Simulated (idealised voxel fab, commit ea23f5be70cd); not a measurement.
Presented below is a process module, voxel ribs on slabs.
We display cut, a cross-section 250 nm in width whose square cells are each 5 nm.
Cross-section = grid of square cells, listed top down in bands; band = one or more rows. A band entry consists of two parts. The first gives the height of the band's top and the height of its bottom, in nm. The rest lists the band's materials from left to right, each with its width in nm. A single material labelled with the word "all across" fills the band from edge to edge, and the word "empty" marks empty space. Note: height 0 marks the level under which the wafer is uniformly one material as received. Lowest band unbounded below, written "top 0, no bottom". You'd read "30->40" like this: the band's top row of cells is as wide as the first number, its bottom row is as wide as the second, and going down, every row changes width by the same amount as the row before did. Given "all unchanged" for a step, no cell of the cross-section differs between before and after that step. In the "Non-vented voids" entry, you get each enclosed empty space of 8 cells or more, one with no open way to the top, written width x height at distance, distance from the left edge, in nm. Step line, after settings: the simulator's comment on this step. For masked steps, "overlay nm" on the step line gives how far right of plan the mask actually lay; a minus sign means it lay to the left.
### These are the steps we planned for the process
1 RECEIVE,material Si
2 DIRECTIONAL_DEP,material SiO2,thk nm 30
3 DIRECTIONAL_DEP,material polySi,thk nm 20
4 PATTERN,tone cover,mask id RIB,material resist,width nm 30,thk nm 15,overlay nm 0
5 DIRECTIONAL_ETCH,etch materials polySi,depth nm 5
6 STRIP,etch materials resist
7 PATTERN,tone cover,mask id SLAB,material resist,width nm 80,thk nm 15,overlay nm 0
8 DIRECTIONAL_ETCH,etch materials polySi,depth nm 15
9 STRIP,etch materials resist
10 FILL_DEP,material SiO2,thk nm 15
11 CMP,height nm 60
12 DIRECTIONAL_DEP,material W,thk nm 10
13 PATTERN,tone cover,mask id HEATER,material resist,width nm 40,thk nm 20,overlay nm 0
14 DIRECTIONAL_ETCH,etch materials W,depth nm 10
15 STRIP,etch materials resist
16 CONFORMAL_DEP,material SiO2,thk nm 5
### First of two wafers, processed according to plan
### The cross-section here shows the wafer as received, i.e. in its state after step 1
top 0, no bottom  Si all across
Non-vented voids: none
### Wafer after step 2 (cross-section)
top 30, bottom 0  SiO2 all across
Note: structure below 0 unchanged.
### Wafer after step 3 (cross-section)
top 50, bottom 30  polySi all across
Note: structure below 30 unchanged.
### Wafer after step 4 (cross-section)
top 65, bottom 50  110 empty / 30 resist / 110 empty
Note: structure below 50 unchanged.
### Wafer after step 5 (cross-section)
top 65, bottom 50  110 empty / 30 resist / 110 empty
top 50, bottom 45  110 empty / 30 polySi / 110 empty
Note: structure below 45 unchanged.
### Wafer after step 6 (cross-section)
top 50, bottom 45  110 empty / 30 polySi / 110 empty
Note: structure below 45 unchanged.
### Wafer after step 7 (cross-section)
top 65, bottom 50  85 empty / 80 resist / 85 empty
top 50, bottom 45  85 empty / 25 resist / 30 polySi / 25 resist / 85 empty
Note: structure below 45 unchanged.
### Wafer after step 8 (cross-section)
top 65, bottom 50  85 empty / 80 resist / 85 empty
top 50, bottom 45  85 empty / 25 resist / 30 polySi / 25 resist / 85 empty
top 45, bottom 30  85 empty / 80 polySi / 85 empty
Note: structure below 30 unchanged.
### Wafer after step 9 (cross-section)
top 50, bottom 45  110 empty / 30 polySi / 110 empty
Note: structure below 45 unchanged.
### Wafer after step 10 (cross-section)
top 65, bottom 50  SiO2 all across
top 50, bottom 45  110 SiO2 / 30 polySi / 110 SiO2
top 45, bottom 30  85 SiO2 / 80 polySi / 85 SiO2
Note: structure below 30 unchanged.
### Wafer after step 11 (cross-section)
top 60, bottom 50  SiO2 all across
Note: structure below 50 unchanged.
### Wafer after step 12 (cross-section)
top 70, bottom 60  W all across
Note: structure below 60 unchanged.
### Wafer after step 13 (cross-section)
top 90, bottom 70  105 empty / 40 resist / 105 empty
Note: structure below 70 unchanged.
### Wafer after step 14 (cross-section)
top 90, bottom 70  105 empty / 40 resist / 105 empty
top 70, bottom 60  105 empty / 40 W / 105 empty
Note: structure below 60 unchanged.
### Wafer after step 15 (cross-section)
top 70, bottom 60  105 empty / 40 W / 105 empty
Note: structure below 60 unchanged.
### Wafer after step 16 (cross-section)
top 75, bottom 70  100 empty / 50 SiO2 / 100 empty
top 70, bottom 65  100 empty / 5 SiO2 / 40 W / 5 SiO2 / 100 empty
top 65, bottom 60  105 SiO2 / 40 W / 105 SiO2
Note: structure below 60 unchanged.
### Now the other wafer: same start, same recipe, but we messed up one thing when running it. Up to and including step 3 it's the same as the first one
### Cross-section, second wafer, at the end time the plan gives for step 4
top 65, bottom 50  100 empty / 30 resist / 120 empty
Note: structure below 50 unchanged.
### Cross-section, second wafer, at the end time the plan gives for step 5
top 65, bottom 50  100 empty / 30 resist / 120 empty
top 50, bottom 45  100 empty / 30 polySi / 120 empty
Note: structure below 45 unchanged.
### Cross-section, second wafer, at the end time the plan gives for step 6
top 50, bottom 45  100 empty / 30 polySi / 120 empty
Note: structure below 45 unchanged.
### Cross-section, second wafer, at the end time the plan gives for step 7
top 65, bottom 50  85 empty / 80 resist / 85 empty
top 50, bottom 45  85 empty / 15 resist / 30 polySi / 35 resist / 85 empty
Note: structure below 45 unchanged.
### Cross-section, second wafer, at the end time the plan gives for step 8
top 65, bottom 50  85 empty / 80 resist / 85 empty
top 50, bottom 45  85 empty / 15 resist / 30 polySi / 35 resist / 85 empty
top 45, bottom 30  85 empty / 80 polySi / 85 empty
Note: structure below 30 unchanged.
### Cross-section, second wafer, at the end time the plan gives for step 9
top 50, bottom 45  100 empty / 30 polySi / 120 empty
Note: structure below 45 unchanged.
### Cross-section, second wafer, at the end time the plan gives for step 10
top 65, bottom 50  SiO2 all across
top 50, bottom 45  100 SiO2 / 30 polySi / 120 SiO2
top 45, bottom 30  85 SiO2 / 80 polySi / 85 SiO2
Note: structure below 30 unchanged.
### Cross-section, second wafer, at the end time the plan gives for step 11
top 60, bottom 50  SiO2 all across
Note: structure below 50 unchanged.
### Cross-section, second wafer, at the end time the plan gives for step 12
top 70, bottom 60  W all across
Note: structure below 60 unchanged.
### Cross-section, second wafer, at the end time the plan gives for step 13
top 90, bottom 70  105 empty / 40 resist / 105 empty
Note: structure below 70 unchanged.
### Cross-section, second wafer, at the end time the plan gives for step 14
top 90, bottom 70  105 empty / 40 resist / 105 empty
top 70, bottom 60  105 empty / 40 W / 105 empty
Note: structure below 60 unchanged.
### Cross-section, second wafer, at the end time the plan gives for step 15
top 70, bottom 60  105 empty / 40 W / 105 empty
Note: structure below 60 unchanged.
### Cross-section, second wafer, at the end time the plan gives for step 16
top 75, bottom 70  100 empty / 50 SiO2 / 100 empty
top 70, bottom 65  100 empty / 5 SiO2 / 40 W / 5 SiO2 / 100 empty
top 65, bottom 60  105 SiO2 / 40 W / 105 SiO2
Note: structure below 60 unchanged.
The plan and the run diverged here: step 4 ran with different settings than intended, the actual operation and settings being PATTERN,tone cover,mask id RIB,material resist,width nm 30,thk nm 15,overlay nm -10
The two final wafers agree on how many cells each material fills and disagree on which cells those are.
